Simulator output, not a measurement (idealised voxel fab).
Module name: voxel wiring stack (process module)
Displayed cross-section: cut, width of 205 nm, square cells sized 5 nm.
Notation: cross-section as square-cell grid; stated in bands, top first, going down; one or more cell rows per band.
Top height, bottom height, nm. Materials left to right, width each, nm. Single material + "throughout" = fills band edge to edge. "air" = empty.
Measure heights from 0. That's the level where, below it, the as-received wafer is all one material. The lowest band is bottomless and extends downward; write it as in "0 nm and below".
It should be noted that a width expressed as "30->40" varies in equal increments from row to row of cells within the band, taking the value of the first number at the top row and that of the second number at the bottom row.
"nothing was modified" (step): cross-section cells unchanged, all of them.
Any empty space of 8 cells or more lacking an open way to the top shows up in "closed voids" as width x height at distance, distance from the left edge, in nm.
Formally, on a step line, whatever follows the settings is a remark that the simulator itself makes on the step.
The line of a step may include "overlay nm". On a step with a mask, this value is how far to the right of its planned place the mask lay. A negative value means the mask lay to the left.

### Process steps - plan
step 1: RECEIVE: material Si
step 2: CONFORMAL_DEP: material SiO2, thk nm 15
step 3: DIRECTIONAL_DEP: material TiN, thk nm 5
step 4: DIRECTIONAL_DEP: material W, thk nm 20
step 5: DIRECTIONAL_DEP: material aC, thk nm 10
step 6: PATTERN: tone cover, mask id METAL_1, material resist, width nm 20, pitch nm 35, thk nm 30, overlay nm 0
step 7: DIRECTIONAL_ETCH: etch materials aC, depth nm 10
step 8: STRIP: etch materials resist
step 9: DIRECTIONAL_ETCH: etch materials W, depth nm 20
step 10: DIRECTIONAL_ETCH: etch materials TiN, depth nm 5
step 11: STRIP: etch materials aC
step 12: CONFORMAL_DEP: material SiN, thk nm 5
step 13: FILL_DEP: material SiO2, thk nm 5
step 14: CMP: height nm 40
step 15: CONFORMAL_DEP: material SiCN, thk nm 5
step 16: DIRECTIONAL_DEP: material lowk, thk nm 30
step 17: MASKED_ETCH: tone open, mask id METAL_2_HOLES, width nm 15, pitch nm 70, etch materials lowk, depth nm 30, overlay nm 0
step 18: PATTERN: tone open, mask id METAL_2, material resist, width nm 20, pitch nm 35, thk nm 20, overlay nm 0
step 19: DIRECTIONAL_ETCH: etch materials lowk, depth nm 15
step 20: DIRECTIONAL_ETCH: etch materials SiCN, depth nm 5
step 21: STRIP: etch materials resist
step 22: CONFORMAL_DEP: material TiN, thk nm 5
step 23: FILL_DEP: material Ru, thk nm 5
step 24: CMP: height nm 75
step 25: CONFORMAL_DEP: material SiCN, thk nm 5
step 26: DIRECTIONAL_DEP: material SiO2, thk nm 35
step 27: DIRECTIONAL_DEP: material aC, thk nm 15
step 28: PATTERN: tone open, mask id METAL_3, material resist, width nm 20, pitch nm 35, thk nm 30, overlay nm 0
step 29: DIRECTIONAL_ETCH: etch materials aC, depth nm 15
step 30: STRIP: etch materials resist
step 31: DIRECTIONAL_ETCH: etch materials SiO2, depth nm 20
step 32: STRIP: etch materials aC
step 33: MASKED_ETCH: tone open, mask id METAL_3_HOLES, width nm 15, pitch nm 70, etch materials SiO2, depth nm 15, overlay nm 0
step 34: MASKED_ETCH: tone open, mask id METAL_3_HOLES, width nm 15, pitch nm 70, etch materials SiCN, depth nm 5, overlay nm 0
step 35: CONFORMAL_DEP: material TiN, thk nm 5
step 36: FILL_DEP: material Ru, thk nm 5
step 37: CMP: height nm 115
step 38: CONFORMAL_DEP: material SiCN, thk nm 5
step 39: DIRECTIONAL_DEP: material SiO2, thk nm 35
step 40: DIRECTIONAL_DEP: material aC, thk nm 10
step 41: PATTERN: tone open, mask id METAL_4, material resist, width nm 20, pitch nm 35, thk nm 25, overlay nm 0
step 42: DIRECTIONAL_ETCH: etch materials aC, depth nm 10
step 43: STRIP: etch materials resist
step 44: DIRECTIONAL_ETCH: etch materials SiO2, depth nm 20
step 45: STRIP: etch materials aC
step 46: PATTERN: tone open, mask id METAL_4_HOLES, material resist, width nm 15, pitch nm 70, thk nm 20, overlay nm 0
step 47: DIRECTIONAL_ETCH: etch materials SiO2, depth nm 15
step 48: DIRECTIONAL_ETCH: etch materials SiCN, depth nm 5
step 49: STRIP: etch materials resist
step 50: CONFORMAL_DEP: material TiN, thk nm 5
step 51: FILL_DEP: material Cu, thk nm 10
step 52: CMP: height nm 155
step 53: CONFORMAL_DEP: material SiCN, thk nm 5

### Wafer, first of two, run as planned

### Delivered wafer in cross-section: state after step 1
> 0 nm and below = Si throughout
> closed voids: none

### Once step 2 is through, the wafer looks like this in cross-section
> 15 nm to 0 nm = SiO2 throughout
> At heights below 0, the structure remains unaltered.

### Once step 3 is through, the wafer looks like this in cross-section
> 20 nm to 15 nm = TiN throughout
> At heights below 15, the structure remains unaltered.

### Once step 4 is through, the wafer looks like this in cross-section
> 40 nm to 20 nm = W throughout
> At heights below 20, the structure remains unaltered.

### Once step 5 is through, the wafer looks like this in cross-section
> 50 nm to 40 nm = aC throughout
> At heights below 40, the structure remains unaltered.

### Once step 6 is through, the wafer looks like this in cross-section
> 80 nm to 50 nm = air (40) | resist (20) | air (15) | resist (20) | air (15) | resist (20) | air (15) | resist (20) | air (40)
> At heights below 50, the structure remains unaltered.

### Once step 7 is through, the wafer looks like this in cross-section
> 70 nm to 50 nm = air (40) | resist (20) | air (15) | resist (20) | air (15) | resist (20) | air (15) | resist (20) | air (40)
> 50 nm to 40 nm = air (40) | aC (20) | air (15) | aC (20) | air (15) | aC (20) | air (15) | aC (20) | air (40)
> At heights below 40, the structure remains unaltered.

### Once step 8 is through, the wafer looks like this in cross-section
> 50 nm to 40 nm = air (40) | aC (20) | air (15) | aC (20) | air (15) | aC (20) | air (15) | aC (20) | air (40)
> At heights below 40, the structure remains unaltered.

### Once step 9 is through, the wafer looks like this in cross-section
> 50 nm to 40 nm = air (40) | aC (20) | air (15) | aC (20) | air (15) | aC (20) | air (15) | aC (20) | air (40)
> 40 nm to 20 nm = air (40) | W (20) | air (15) | W (20) | air (15) | W (20) | air (15) | W (20) | air (40)
> At heights below 20, the structure remains unaltered.

### Once step 10 is through, the wafer looks like this in cross-section
> 50 nm to 40 nm = air (40) | aC (20) | air (15) | aC (20) | air (15) | aC (20) | air (15) | aC (20) | air (40)
> 40 nm to 20 nm = air (40) | W (20) | air (15) | W (20) | air (15) | W (20) | air (15) | W (20) | air (40)
> 20 nm to 15 nm = air (40) | TiN (20) | air (15) | TiN (20) | air (15) | TiN (20) | air (15) | TiN (20) | air (40)
> At heights below 15, the structure remains unaltered.

### Once step 11 is through, the wafer looks like this in cross-section
> 40 nm to 20 nm = air (40) | W (20) | air (15) | W (20) | air (15) | W (20) | air (15) | W (20) | air (40)
> At heights below 20, the structure remains unaltered.

### Once step 12 is through, the wafer looks like this in cross-section
> 45 nm to 40 nm = air (35) | SiN (30) | air (5) | SiN (30) | air (5) | SiN (30) | air (5) | SiN (30) | air (35)
> 40 nm to 20 nm = air (35) | SiN (5) | W (20) | SiN (5) | air (5) | SiN (5) | W (20) | SiN (5) | air (5) | SiN (5) | W (20) | SiN (5) | air (5) | SiN (5) | W (20) | SiN (5) | air (35)
> 20 nm to 15 nm = SiN (40) | TiN (20) | SiN (15) | TiN (20) | SiN (15) | TiN (20) | SiN (15) | TiN (20) | SiN (40)
> At heights below 15, the structure remains unaltered.

### Once step 13 is through, the wafer looks like this in cross-section
> 50 nm to 45 nm = SiO2 throughout
> 45 nm to 40 nm = SiO2 (35) | SiN (30) | SiO2 (5) | SiN (30) | SiO2 (5) | SiN (30) | SiO2 (5) | SiN (30) | SiO2 (35)
> 40 nm to 20 nm = SiO2 (35) | SiN (5) | W (20) | SiN (5) | SiO2 (5) | SiN (5) | W (20) | SiN (5) | SiO2 (5) | SiN (5) | W (20) | SiN (5) | SiO2 (5) | SiN (5) | W (20) | SiN (5) | SiO2 (35)
> At heights below 20, the structure remains unaltered.

### Once step 14 is through, the wafer looks like this in cross-section
> 40 nm to 20 nm = SiO2 (35) | SiN (5) | W (20) | SiN (5) | SiO2 (5) | SiN (5) | W (20) | SiN (5) | SiO2 (5) | SiN (5) | W (20) | SiN (5) | SiO2 (5) | SiN (5) | W (20) | SiN (5) | SiO2 (35)
> At heights below 20, the structure remains unaltered.

### Once step 15 is through, the wafer looks like this in cross-section
> 45 nm to 40 nm = SiCN throughout
> At heights below 40, the structure remains unaltered.

### Once step 16 is through, the wafer looks like this in cross-section
> 75 nm to 45 nm = lowk throughout
> At heights below 45, the structure remains unaltered.

### Once step 17 is through, the wafer looks like this in cross-section
> 75 nm to 45 nm = lowk (40) | air (15) | lowk (55) | air (15) | lowk (80)
> At heights below 45, the structure remains unaltered.

### Once step 18 is through, the wafer looks like this in cross-section
> 95 nm to 75 nm = resist (40) | air (20) | resist (15) | air (20) | resist (15) | air (20) | resist (15) | air (20) | resist (40)
> At heights below 75, the structure remains unaltered.

### Once step 19 is through, the wafer looks like this in cross-section
> 95 nm to 75 nm = resist (40) | air (20) | resist (15) | air (20) | resist (15) | air (20) | resist (15) | air (20) | resist (40)
> 75 nm to 60 nm = lowk (40) | air (20) | lowk (15) | air (20) | lowk (15) | air (20) | lowk (15) | air (20) | lowk (40)
> At heights below 60, the structure remains unaltered.

### Once step 20 is through, the wafer looks like this in cross-section
> 95 nm to 75 nm = resist (40) | air (20) | resist (15) | air (20) | resist (15) | air (20) | resist (15) | air (20) | resist (40)
> 75 nm to 60 nm = lowk (40) | air (20) | lowk (15) | air (20) | lowk (15) | air (20) | lowk (15) | air (20) | lowk (40)
> 60 nm to 45 nm = lowk (40) | air (15) | lowk (55) | air (15) | lowk (80)
> 45 nm to 40 nm = SiCN (40) | air (15) | SiCN (55) | air (15) | SiCN (80)
> At heights below 40, the structure remains unaltered.

### Once step 21 is through, the wafer looks like this in cross-section
> 75 nm to 60 nm = lowk (40) | air (20) | lowk (15) | air (20) | lowk (15) | air (20) | lowk (15) | air (20) | lowk (40)
> At heights below 60, the structure remains unaltered.

### Once step 22 is through, the wafer looks like this in cross-section
> 80 nm to 75 nm = TiN (45) | air (10) | TiN (25) | air (10) | TiN (25) | air (10) | TiN (25) | air (10) | TiN (45)
> 75 nm to 65 nm = lowk (40) | TiN (5) | air (10) | TiN (5) | lowk (15) | TiN (5) | air (10) | TiN (5) | lowk (15) | TiN (5) | air (10) | TiN (5) | lowk (15) | TiN (5) | air (10) | TiN (5) | lowk (40)
> 65 nm to 60 nm = lowk (40) | TiN (5) | air (5) | TiN (10) | lowk (15) | TiN (20) | lowk (15) | TiN (5) | air (5) | TiN (10) | lowk (15) | TiN (20) | lowk (40)
> 60 nm to 45 nm = lowk (40) | TiN (5) | air (5) | TiN (5) | lowk (55) | TiN (5) | air (5) | TiN (5) | lowk (80)
> 45 nm to 40 nm = SiCN (40) | TiN (15) | SiCN (55) | TiN (15) | SiCN (80)
> At heights below 40, the structure remains unaltered.

### Once step 23 is through, the wafer looks like this in cross-section
> 85 nm to 80 nm = Ru throughout
> 80 nm to 75 nm = TiN (45) | Ru (10) | TiN (25) | Ru (10) | TiN (25) | Ru (10) | TiN (25) | Ru (10) | TiN (45)
> 75 nm to 65 nm = lowk (40) | TiN (5) | Ru (10) | TiN (5) | lowk (15) | TiN (5) | Ru (10) | TiN (5) | lowk (15) | TiN (5) | Ru (10) | TiN (5) | lowk (15) | TiN (5) | Ru (10) | TiN (5) | lowk (40)
> 65 nm to 60 nm = lowk (40) | TiN (5) | Ru (5) | TiN (10) | lowk (15) | TiN (20) | lowk (15) | TiN (5) | Ru (5) | TiN (10) | lowk (15) | TiN (20) | lowk (40)
> 60 nm to 45 nm = lowk (40) | TiN (5) | Ru (5) | TiN (5) | lowk (55) | TiN (5) | Ru (5) | TiN (5) | lowk (80)
> At heights below 45, the structure remains unaltered.

### Once step 24 is through, the wafer looks like this in cross-section
> 75 nm to 65 nm = lowk (40) | TiN (5) | Ru (10) | TiN (5) | lowk (15) | TiN (5) | Ru (10) | TiN (5) | lowk (15) | TiN (5) | Ru (10) | TiN (5) | lowk (15) | TiN (5) | Ru (10) | TiN (5) | lowk (40)
> At heights below 65, the structure remains unaltered.

### Once step 25 is through, the wafer looks like this in cross-section
> 80 nm to 75 nm = SiCN throughout
> At heights below 75, the structure remains unaltered.

### Once step 26 is through, the wafer looks like this in cross-section
> 115 nm to 80 nm = SiO2 throughout
> At heights below 80, the structure remains unaltered.

### Once step 27 is through, the wafer looks like this in cross-section
> 130 nm to 115 nm = aC throughout
> At heights below 115, the structure remains unaltered.

### Once step 28 is through, the wafer looks like this in cross-section
> 160 nm to 130 nm = resist (40) | air (20) | resist (15) | air (20) | resist (15) | air (20) | resist (15) | air (20) | resist (40)
> At heights below 130, the structure remains unaltered.

### Once step 29 is through, the wafer looks like this in cross-section
> 145 nm to 130 nm = resist (40) | air (20) | resist (15) | air (20) | resist (15) | air (20) | resist (15) | air (20) | resist (40)
> 130 nm to 115 nm = aC (40) | air (20) | aC (15) | air (20) | aC (15) | air (20) | aC (15) | air (20) | aC (40)
> At heights below 115, the structure remains unaltered.

### Once step 30 is through, the wafer looks like this in cross-section
> 130 nm to 115 nm = aC (40) | air (20) | aC (15) | air (20) | aC (15) | air (20) | aC (15) | air (20) | aC (40)
> At heights below 115, the structure remains unaltered.

### Once step 31 is through, the wafer looks like this in cross-section
> 130 nm to 115 nm = aC (40) | air (20) | aC (15) | air (20) | aC (15) | air (20) | aC (15) | air (20) | aC (40)
> 115 nm to 95 nm = SiO2 (40) | air (20) | SiO2 (15) | air (20) | SiO2 (15) | air (20) | SiO2 (15) | air (20) | SiO2 (40)
> At heights below 95, the structure remains unaltered.

### Once step 32 is through, the wafer looks like this in cross-section
> 115 nm to 95 nm = SiO2 (40) | air (20) | SiO2 (15) | air (20) | SiO2 (15) | air (20) | SiO2 (15) | air (20) | SiO2 (40)
> At heights below 95, the structure remains unaltered.

### Once step 33 is through, the wafer looks like this in cross-section
> 115 nm to 95 nm = SiO2 (40) | air (20) | SiO2 (15) | air (20) | SiO2 (15) | air (20) | SiO2 (15) | air (20) | SiO2 (40)
> 95 nm to 80 nm = SiO2 (40) | air (15) | SiO2 (55) | air (15) | SiO2 (80)
> At heights below 80, the structure remains unaltered.

### Once step 34 is through, the wafer looks like this in cross-section
> 115 nm to 95 nm = SiO2 (40) | air (20) | SiO2 (15) | air (20) | SiO2 (15) | air (20) | SiO2 (15) | air (20) | SiO2 (40)
> 95 nm to 80 nm = SiO2 (40) | air (15) | SiO2 (55) | air (15) | SiO2 (80)
> 80 nm to 75 nm = SiCN (40) | air (15) | SiCN (55) | air (15) | SiCN (80)
> At heights below 75, the structure remains unaltered.

### Once step 35 is through, the wafer looks like this in cross-section
> 120 nm to 115 nm = TiN (45) | air (10) | TiN (25) | air (10) | TiN (25) | air (10) | TiN (25) | air (10) | TiN (45)
> 115 nm to 100 nm = SiO2 (40) | TiN (5) | air (10) | TiN (5) | SiO2 (15) | TiN (5) | air (10) | TiN (5) | SiO2 (15) | TiN (5) | air (10) | TiN (5) | SiO2 (15) | TiN (5) | air (10) | TiN (5) | SiO2 (40)
> 100 nm to 95 nm = SiO2 (40) | TiN (5) | air (5) | TiN (10) | SiO2 (15) | TiN (20) | SiO2 (15) | TiN (5) | air (5) | TiN (10) | SiO2 (15) | TiN (20) | SiO2 (40)
> 95 nm to 80 nm = SiO2 (40) | TiN (5) | air (5) | TiN (5) | SiO2 (55) | TiN (5) | air (5) | TiN (5) | SiO2 (80)
> 80 nm to 75 nm = SiCN (40) | TiN (15) | SiCN (55) | TiN (15) | SiCN (80)
> At heights below 75, the structure remains unaltered.

### Once step 36 is through, the wafer looks like this in cross-section
> 125 nm to 120 nm = Ru throughout
> 120 nm to 115 nm = TiN (45) | Ru (10) | TiN (25) | Ru (10) | TiN (25) | Ru (10) | TiN (25) | Ru (10) | TiN (45)
> 115 nm to 100 nm = SiO2 (40) | TiN (5) | Ru (10) | TiN (5) | SiO2 (15) | TiN (5) | Ru (10) | TiN (5) | SiO2 (15) | TiN (5) | Ru (10) | TiN (5) | SiO2 (15) | TiN (5) | Ru (10) | TiN (5) | SiO2 (40)
> 100 nm to 95 nm = SiO2 (40) | TiN (5) | Ru (5) | TiN (10) | SiO2 (15) | TiN (20) | SiO2 (15) | TiN (5) | Ru (5) | TiN (10) | SiO2 (15) | TiN (20) | SiO2 (40)
> 95 nm to 80 nm = SiO2 (40) | TiN (5) | Ru (5) | TiN (5) | SiO2 (55) | TiN (5) | Ru (5) | TiN (5) | SiO2 (80)
> At heights below 80, the structure remains unaltered.

### Once step 37 is through, the wafer looks like this in cross-section
> 115 nm to 100 nm = SiO2 (40) | TiN (5) | Ru (10) | TiN (5) | SiO2 (15) | TiN (5) | Ru (10) | TiN (5) | SiO2 (15) | TiN (5) | Ru (10) | TiN (5) | SiO2 (15) | TiN (5) | Ru (10) | TiN (5) | SiO2 (40)
> At heights below 100, the structure remains unaltered.

### Once step 38 is through, the wafer looks like this in cross-section
> 120 nm to 115 nm = SiCN throughout
> At heights below 115, the structure remains unaltered.

### Once step 39 is through, the wafer looks like this in cross-section
> 155 nm to 120 nm = SiO2 throughout
> At heights below 120, the structure remains unaltered.

### Once step 40 is through, the wafer looks like this in cross-section
> 165 nm to 155 nm = aC throughout
> At heights below 155, the structure remains unaltered.

### Once step 41 is through, the wafer looks like this in cross-section
> 190 nm to 165 nm = resist (40) | air (20) | resist (15) | air (20) | resist (15) | air (20) | resist (15) | air (20) | resist (40)
> At heights below 165, the structure remains unaltered.

### Once step 42 is through, the wafer looks like this in cross-section
> 180 nm to 165 nm = resist (40) | air (20) | resist (15) | air (20) | resist (15) | air (20) | resist (15) | air (20) | resist (40)
> 165 nm to 155 nm = aC (40) | air (20) | aC (15) | air (20) | aC (15) | air (20) | aC (15) | air (20) | aC (40)
> At heights below 155, the structure remains unaltered.

### Once step 43 is through, the wafer looks like this in cross-section
> 165 nm to 155 nm = aC (40) | air (20) | aC (15) | air (20) | aC (15) | air (20) | aC (15) | air (20) | aC (40)
> At heights below 155, the structure remains unaltered.

### Once step 44 is through, the wafer looks like this in cross-section
> 165 nm to 155 nm = aC (40) | air (20) | aC (15) | air (20) | aC (15) | air (20) | aC (15) | air (20) | aC (40)
> 155 nm to 135 nm = SiO2 (40) | air (20) | SiO2 (15) | air (20) | SiO2 (15) | air (20) | SiO2 (15) | air (20) | SiO2 (40)
> At heights below 135, the structure remains unaltered.

### Once step 45 is through, the wafer looks like this in cross-section
> 155 nm to 135 nm = SiO2 (40) | air (20) | SiO2 (15) | air (20) | SiO2 (15) | air (20) | SiO2 (15) | air (20) | SiO2 (40)
> At heights below 135, the structure remains unaltered.

### Once step 46 is through, the wafer looks like this in cross-section
> 175 nm to 155 nm = resist (40) | air (15) | resist (55) | air (15) | resist (80)
> 155 nm to 135 nm = SiO2 (40) | air (15) | resist (5) | SiO2 (15) | resist (20) | SiO2 (15) | air (15) | resist (5) | SiO2 (15) | resist (20) | SiO2 (40)
> At heights below 135, the structure remains unaltered.

### Once step 47 is through, the wafer looks like this in cross-section
> 175 nm to 155 nm = resist (40) | air (15) | resist (55) | air (15) | resist (80)
> 155 nm to 135 nm = SiO2 (40) | air (15) | resist (5) | SiO2 (15) | resist (20) | SiO2 (15) | air (15) | resist (5) | SiO2 (15) | resist (20) | SiO2 (40)
> 135 nm to 120 nm = SiO2 (40) | air (15) | SiO2 (55) | air (15) | SiO2 (80)
> At heights below 120, the structure remains unaltered.

### Once step 48 is through, the wafer looks like this in cross-section
> 175 nm to 155 nm = resist (40) | air (15) | resist (55) | air (15) | resist (80)
> 155 nm to 135 nm = SiO2 (40) | air (15) | resist (5) | SiO2 (15) | resist (20) | SiO2 (15) | air (15) | resist (5) | SiO2 (15) | resist (20) | SiO2 (40)
> 135 nm to 120 nm = SiO2 (40) | air (15) | SiO2 (55) | air (15) | SiO2 (80)
> 120 nm to 115 nm = SiCN (40) | air (15) | SiCN (55) | air (15) | SiCN (80)
> At heights below 115, the structure remains unaltered.

### Once step 49 is through, the wafer looks like this in cross-section
> 155 nm to 135 nm = SiO2 (40) | air (20) | SiO2 (15) | air (20) | SiO2 (15) | air (20) | SiO2 (15) | air (20) | SiO2 (40)
> At heights below 135, the structure remains unaltered.

### Once step 50 is through, the wafer looks like this in cross-section
> 160 nm to 155 nm = TiN (45) | air (10) | TiN (25) | air (10) | TiN (25) | air (10) | TiN (25) | air (10) | TiN (45)
> 155 nm to 140 nm = SiO2 (40) | TiN (5) | air (10) | TiN (5) | SiO2 (15) | TiN (5) | air (10) | TiN (5) | SiO2 (15) | TiN (5) | air (10) | TiN (5) | SiO2 (15) | TiN (5) | air (10) | TiN (5) | SiO2 (40)
> 140 nm to 135 nm = SiO2 (40) | TiN (5) | air (5) | TiN (10) | SiO2 (15) | TiN (20) | SiO2 (15) | TiN (5) | air (5) | TiN (10) | SiO2 (15) | TiN (20) | SiO2 (40)
> 135 nm to 120 nm = SiO2 (40) | TiN (5) | air (5) | TiN (5) | SiO2 (55) | TiN (5) | air (5) | TiN (5) | SiO2 (80)
> 120 nm to 115 nm = SiCN (40) | TiN (15) | SiCN (55) | TiN (15) | SiCN (80)
> At heights below 115, the structure remains unaltered.

### Once step 51 is through, the wafer looks like this in cross-section
> 170 nm to 160 nm = Cu throughout
> 160 nm to 155 nm = TiN (45) | Cu (10) | TiN (25) | Cu (10) | TiN (25) | Cu (10) | TiN (25) | Cu (10) | TiN (45)
> 155 nm to 140 nm = SiO2 (40) | TiN (5) | Cu (10) | TiN (5) | SiO2 (15) | TiN (5) | Cu (10) | TiN (5) | SiO2 (15) | TiN (5) | Cu (10) | TiN (5) | SiO2 (15) | TiN (5) | Cu (10) | TiN (5) | SiO2 (40)
> 140 nm to 135 nm = SiO2 (40) | TiN (5) | Cu (5) | TiN (10) | SiO2 (15) | TiN (20) | SiO2 (15) | TiN (5) | Cu (5) | TiN (10) | SiO2 (15) | TiN (20) | SiO2 (40)
> 135 nm to 120 nm = SiO2 (40) | TiN (5) | Cu (5) | TiN (5) | SiO2 (55) | TiN (5) | Cu (5) | TiN (5) | SiO2 (80)
> At heights below 120, the structure remains unaltered.

### Once step 52 is through, the wafer looks like this in cross-section
> 155 nm to 140 nm = SiO2 (40) | TiN (5) | Cu (10) | TiN (5) | SiO2 (15) | TiN (5) | Cu (10) | TiN (5) | SiO2 (15) | TiN (5) | Cu (10) | TiN (5) | SiO2 (15) | TiN (5) | Cu (10) | TiN (5) | SiO2 (40)
> At heights below 140, the structure remains unaltered.

### Once step 53 is through, the wafer looks like this in cross-section
> 160 nm to 155 nm = SiCN throughout
> At heights below 155, the structure remains unaltered.

### The remaining wafer, second of the two, started like the first and was run to the same plan, except that one mistake was made along the way; the two coincide through step 37, inclusive

### Cross-section: second wafer, time at which step 38 was scheduled to end
> 120 nm to 115 nm = Ru throughout
> At heights below 115, the structure remains unaltered.

### Cross-section: second wafer, time at which step 39 was scheduled to end
> 155 nm to 120 nm = SiO2 throughout
> At heights below 120, the structure remains unaltered.

### Cross-section: second wafer, time at which step 40 was scheduled to end
> 165 nm to 155 nm = aC throughout
> At heights below 155, the structure remains unaltered.

### Cross-section: second wafer, time at which step 41 was scheduled to end
> 190 nm to 165 nm = resist (40) | air (20) | resist (15) | air (20) | resist (15) | air (20) | resist (15) | air (20) | resist (40)
> At heights below 165, the structure remains unaltered.

### Cross-section: second wafer, time at which step 42 was scheduled to end
> 180 nm to 165 nm = resist (40) | air (20) | resist (15) | air (20) | resist (15) | air (20) | resist (15) | air (20) | resist (40)
> 165 nm to 155 nm = aC (40) | air (20) | aC (15) | air (20) | aC (15) | air (20) | aC (15) | air (20) | aC (40)
> At heights below 155, the structure remains unaltered.

### Cross-section: second wafer, time at which step 43 was scheduled to end
> 165 nm to 155 nm = aC (40) | air (20) | aC (15) | air (20) | aC (15) | air (20) | aC (15) | air (20) | aC (40)
> At heights below 155, the structure remains unaltered.

### Cross-section: second wafer, time at which step 44 was scheduled to end
> 165 nm to 155 nm = aC (40) | air (20) | aC (15) | air (20) | aC (15) | air (20) | aC (15) | air (20) | aC (40)
> 155 nm to 135 nm = SiO2 (40) | air (20) | SiO2 (15) | air (20) | SiO2 (15) | air (20) | SiO2 (15) | air (20) | SiO2 (40)
> At heights below 135, the structure remains unaltered.

### Cross-section: second wafer, time at which step 45 was scheduled to end
> 155 nm to 135 nm = SiO2 (40) | air (20) | SiO2 (15) | air (20) | SiO2 (15) | air (20) | SiO2 (15) | air (20) | SiO2 (40)
> At heights below 135, the structure remains unaltered.

### Cross-section: second wafer, time at which step 46 was scheduled to end
> 175 nm to 155 nm = resist (40) | air (15) | resist (55) | air (15) | resist (80)
> 155 nm to 135 nm = SiO2 (40) | air (15) | resist (5) | SiO2 (15) | resist (20) | SiO2 (15) | air (15) | resist (5) | SiO2 (15) | resist (20) | SiO2 (40)
> At heights below 135, the structure remains unaltered.

### Cross-section: second wafer, time at which step 47 was scheduled to end
> 175 nm to 155 nm = resist (40) | air (15) | resist (55) | air (15) | resist (80)
> 155 nm to 135 nm = SiO2 (40) | air (15) | resist (5) | SiO2 (15) | resist (20) | SiO2 (15) | air (15) | resist (5) | SiO2 (15) | resist (20) | SiO2 (40)
> 135 nm to 120 nm = SiO2 (40) | air (15) | SiO2 (55) | air (15) | SiO2 (80)
> At heights below 120, the structure remains unaltered.

Cross-section: second wafer, time at which step 48 was scheduled to end: nothing was modified

### Cross-section: second wafer, time at which step 49 was scheduled to end
> 155 nm to 135 nm = SiO2 (40) | air (20) | SiO2 (15) | air (20) | SiO2 (15) | air (20) | SiO2 (15) | air (20) | SiO2 (40)
> At heights below 135, the structure remains unaltered.

### Cross-section: second wafer, time at which step 50 was scheduled to end
> 160 nm to 155 nm = TiN (45) | air (10) | TiN (25) | air (10) | TiN (25) | air (10) | TiN (25) | air (10) | TiN (45)
> 155 nm to 140 nm = SiO2 (40) | TiN (5) | air (10) | TiN (5) | SiO2 (15) | TiN (5) | air (10) | TiN (5) | SiO2 (15) | TiN (5) | air (10) | TiN (5) | SiO2 (15) | TiN (5) | air (10) | TiN (5) | SiO2 (40)
> 140 nm to 135 nm = SiO2 (40) | TiN (5) | air (5) | TiN (10) | SiO2 (15) | TiN (20) | SiO2 (15) | TiN (5) | air (5) | TiN (10) | SiO2 (15) | TiN (20) | SiO2 (40)
> 135 nm to 125 nm = SiO2 (40) | TiN (5) | air (5) | TiN (5) | SiO2 (55) | TiN (5) | air (5) | TiN (5) | SiO2 (80)
> 125 nm to 120 nm = SiO2 (40) | TiN (15) | SiO2 (55) | TiN (15) | SiO2 (80)
> At heights below 120, the structure remains unaltered.

### Cross-section: second wafer, time at which step 51 was scheduled to end
> 170 nm to 160 nm = Cu throughout
> 160 nm to 155 nm = TiN (45) | Cu (10) | TiN (25) | Cu (10) | TiN (25) | Cu (10) | TiN (25) | Cu (10) | TiN (45)
> 155 nm to 140 nm = SiO2 (40) | TiN (5) | Cu (10) | TiN (5) | SiO2 (15) | TiN (5) | Cu (10) | TiN (5) | SiO2 (15) | TiN (5) | Cu (10) | TiN (5) | SiO2 (15) | TiN (5) | Cu (10) | TiN (5) | SiO2 (40)
> 140 nm to 135 nm = SiO2 (40) | TiN (5) | Cu (5) | TiN (10) | SiO2 (15) | TiN (20) | SiO2 (15) | TiN (5) | Cu (5) | TiN (10) | SiO2 (15) | TiN (20) | SiO2 (40)
> 135 nm to 125 nm = SiO2 (40) | TiN (5) | Cu (5) | TiN (5) | SiO2 (55) | TiN (5) | Cu (5) | TiN (5) | SiO2 (80)
> At heights below 125, the structure remains unaltered.

### Cross-section: second wafer, time at which step 52 was scheduled to end
> 155 nm to 140 nm = SiO2 (40) | TiN (5) | Cu (10) | TiN (5) | SiO2 (15) | TiN (5) | Cu (10) | TiN (5) | SiO2 (15) | TiN (5) | Cu (10) | TiN (5) | SiO2 (15) | TiN (5) | Cu (10) | TiN (5) | SiO2 (40)
> At heights below 140, the structure remains unaltered.

### Cross-section: second wafer, time at which step 53 was scheduled to end
> 160 nm to 155 nm = SiCN throughout
> At heights below 155, the structure remains unaltered.
what went wrong: not per plan at step 38, really ran CONFORMAL_DEP: material Ru, thk nm 5
Materials where the second wafer ends with more or fewer cells than the first: Cu -2; Ru +41; SiCN -35; TiN -4
